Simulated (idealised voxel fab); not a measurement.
The document below concerns the process module designated voxel trench capacitor.
Square cells of 5 nm make up the cross-section cut, whose width is 255 nm.
In this document a cross-section is written as a grid of square cells. It is given as a series of bands, listed from the top down, and a band is one or more rows of cells. The band entry comprises the height of the band's top followed by the height of its bottom, expressed in nm, and subsequently the band's materials from left to right, each stated together with its width in nm. Where a single material is marked with the word "everywhere", that material fills the band from edge to edge. The word "air" represents empty space. Where do heights start? At 0: under that level the wafer as delivered is made of one material only. And the lowest band has no floor; it just carries on downward, as in "top 0, no bottom". You'd read "30 to 40" like this: the band's top row of cells is as wide as the first number, its bottom row is as wide as the second, and going down, every row changes width by the same amount as the row before did. "no alteration" means the step left every cell of the cross-section as it was. The label "Enclosed empty spaces" introduces a list of the empty spaces, 8 cells or larger, that have no open way up to the top; each entry in it reads width x height at distance, where the distance is taken from the left edge and all three are stated in nm. Post-settings text on a step line: simulator's own remark regarding the step. When a step includes a mask, the "overlay nm" setting on its line states how far to the right of its planned place that mask lay, and negative values state how far to the left.

-- The steps planned for the process are as follows
1) RECEIVE,material Si
2) CONFORMAL_DEP,material SiN,thk nm 10
3) MASKED_ETCH,tone open,mask id TRENCH,width nm 25,pitch nm 50,etch materials SiN,depth nm 10,overlay nm 0
4) MASKED_ETCH,tone open,mask id TRENCH,width nm 25,pitch nm 50,etch materials Si,depth nm 40,overlay nm 0
5) CONFORMAL_DEP,material Al2O3,thk nm 5
6) CONFORMAL_DEP,material TiN,thk nm 5
7) FILL_DEP,material W,thk nm 5
8) CMP,height nm 10

-- Shown in cross-section is the wafer as received, that is, as it stands after step 1
  top 0, no bottom | Si everywhere
  Enclosed empty spaces: none

-- This is how the wafer looks in cross-section once the module is done, given the starting state and plan above and one mistake in carrying the plan out
  top 10, bottom 0 | SiN 95 nm / Al2O3 5 nm / TiN 10 nm / Al2O3 5 nm / SiN 30 nm / Al2O3 5 nm / TiN 10 nm / Al2O3 5 nm / SiN 90 nm
  top 0, bottom -35 | Si 95 nm / Al2O3 5 nm / TiN 10 nm / Al2O3 5 nm / Si 30 nm / Al2O3 5 nm / TiN 10 nm / Al2O3 5 nm / Si 90 nm
  top -35, bottom -40 | Si 95 nm / Al2O3 20 nm / Si 30 nm / Al2O3 20 nm / Si 90 nm
  top -40, no bottom | Si everywhere
  Enclosed empty spaces: none
What was done differently from what was planned? the process deviated at step 3: the operation and settings actually run there were MASKED_ETCH,tone open,mask id TRENCH,width nm 20,pitch nm 50,etch materials SiN,depth nm 10,overlay nm 0
